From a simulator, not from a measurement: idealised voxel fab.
The process module presented herein is designated voxel wiring stack.
Cross-sectional view cut (width: 235 nm; square cell size: 5 nm).
Cross-section layout: square cells on a grid; listed as bands, top to bottom; a band spans one or more cell rows. Basically the band line says how high the top is and how high the bottom is, in nm, and then what's in it from left to right, every material with its width in nm. Empty space shows up as "blank", and if a single material carries "edge to edge" it runs the full band edge to edge. All heights in this document are referenced to 0, defined as the level beneath which the wafer, as received, consists entirely of one material. The lowest band is not bounded below; it extends indefinitely downward and is written in the form "0 -> down". Graded width ("30->40"): value in top row of band = first number; value in bottom row = second number; row-to-row change constant. For the purposes of this document, the phrase "same as before" attached to a step denotes that no cell within the cross-section was modified by that step. Voids not open to the top, 8 cells minimum: see "Tabulated closed voids". Written width x height at distance; distance is from the left edge; nm. Past the settings on a step's line: simulator remark, on that step. A step line may carry the setting "overlay nm", which, for steps involving a mask, states the distance by which the mask lay to the right of its intended position; negative values denote displacement to the left.

[Process steps (planned)]
step 1: RECEIVE,material Si
step 2: CONFORMAL_DEP,material SiO2,thk nm 10
step 3: CONFORMAL_DEP,material SiCN,thk nm 5
step 4: DIRECTIONAL_DEP,material lowk,thk nm 20
step 5: DIRECTIONAL_DEP,material aC,thk nm 10
step 6: PATTERN,tone open,mask id METAL_1,material resist,width nm 20,pitch nm 40,thk nm 30,overlay nm 0
step 7: DIRECTIONAL_ETCH,etch materials aC,depth nm 10
step 8: STRIP,etch materials resist
step 9: DIRECTIONAL_ETCH,etch materials lowk,depth nm 20
step 10: DIRECTIONAL_ETCH,etch materials SiCN,depth nm 5
step 11: STRIP,etch materials aC
step 12: CONFORMAL_DEP,material TiN,thk nm 5
step 13: FILL_DEP,material Cu,thk nm 5
step 14: CMP,height nm 35
step 15: CONFORMAL_DEP,material SiCN,thk nm 5
step 16: DIRECTIONAL_DEP,material lowk,thk nm 30
step 17: MASKED_ETCH,tone open,mask id METAL_2_HOLES,width nm 15,pitch nm 40,etch materials lowk,depth nm 30,overlay nm 0
step 18: MASKED_ETCH,tone open,mask id METAL_2,width nm 20,pitch nm 40,etch materials lowk,depth nm 20,overlay nm 0
step 19: MASKED_ETCH,tone open,mask id METAL_2,width nm 20,pitch nm 40,etch materials SiCN,depth nm 5,overlay nm 0
step 20: CONFORMAL_DEP,material TiN,thk nm 5
step 21: FILL_DEP,material Ru,thk nm 10
step 22: CMP,height nm 70
step 23: CONFORMAL_DEP,material SiCN,thk nm 5

[Step 1 complete: cross-section of the wafer as received]
- 0 -> down  Si edge to edge
- Tabulated closed voids: none

[Run as planned - first of the two wafers cross-sectioned at the end of the module]
- 75 -> 70  SiCN edge to edge
- 70 -> 55  lowk 85 / TiN 5 / Ru 10 / TiN 5 / lowk 20 / TiN 5 / Ru 10 / TiN 5 / lowk 90
- 55 -> 50  lowk 85 / TiN 5 / Ru 5 / TiN 10 / lowk 20 / TiN 5 / Ru 5 / TiN 10 / lowk 90
- 50 -> 40  lowk 85 / TiN 5 / Ru 5 / TiN 5 / lowk 25 / TiN 5 / Ru 5 / TiN 5 / lowk 95
- 40 -> 35  SiCN 85 / TiN 15 / SiCN 25 / TiN 15 / SiCN 95
- 35 -> 15  lowk 85 / TiN 5 / Cu 10 / TiN 5 / lowk 20 / TiN 5 / Cu 10 / TiN 5 / lowk 90
- 15 -> 10  SiCN 85 / TiN 20 / SiCN 20 / TiN 20 / SiCN 90
- 10 -> 0  SiO2 edge to edge
- 0 -> down  Si edge to edge
- Tabulated closed voids: none

[Module end: cross-section of wafer two of two. Same start and process plan as the first wafer. One mistake during execution]
- 75 -> 70  SiCN edge to edge
- 70 -> 55  lowk 85 / TiN 5 / Ru 10 / TiN 5 / lowk 20 / TiN 5 / Ru 10 / TiN 5 / lowk 90
- 55 -> 50  lowk 85 / TiN 5 / Ru 5 / TiN 10 / lowk 20 / TiN 5 / Ru 5 / TiN 10 / lowk 90
- 50 -> 40  lowk 85 / TiN 5 / Ru 5 / TiN 5 / lowk 25 / TiN 5 / Ru 5 / TiN 5 / lowk 95
- 40 -> 35  SiCN 85 / TiN 15 / SiCN 25 / TiN 15 / SiCN 95
- 35 -> 15  Cu 80 / TiN 5 / lowk 20 / TiN 5 / Cu 10 / TiN 5 / lowk 20 / TiN 5 / Cu 85
- 15 -> 10  TiN 85 / SiCN 20 / TiN 20 / SiCN 20 / TiN 90
- 10 -> 0  SiO2 edge to edge
- 0 -> down  Si edge to edge
- Tabulated closed voids: none
Nonconformance to the process plan: step 6 changed vs plan, executed as PATTERN,tone cover,mask id METAL_1,material resist,width nm 20,pitch nm 40,thk nm 30,overlay nm 0
FYI, end of process, the second wafer has more or fewer cells of some materials than the first: Cu +124; SiCN -31; TiN +31; lowk -124
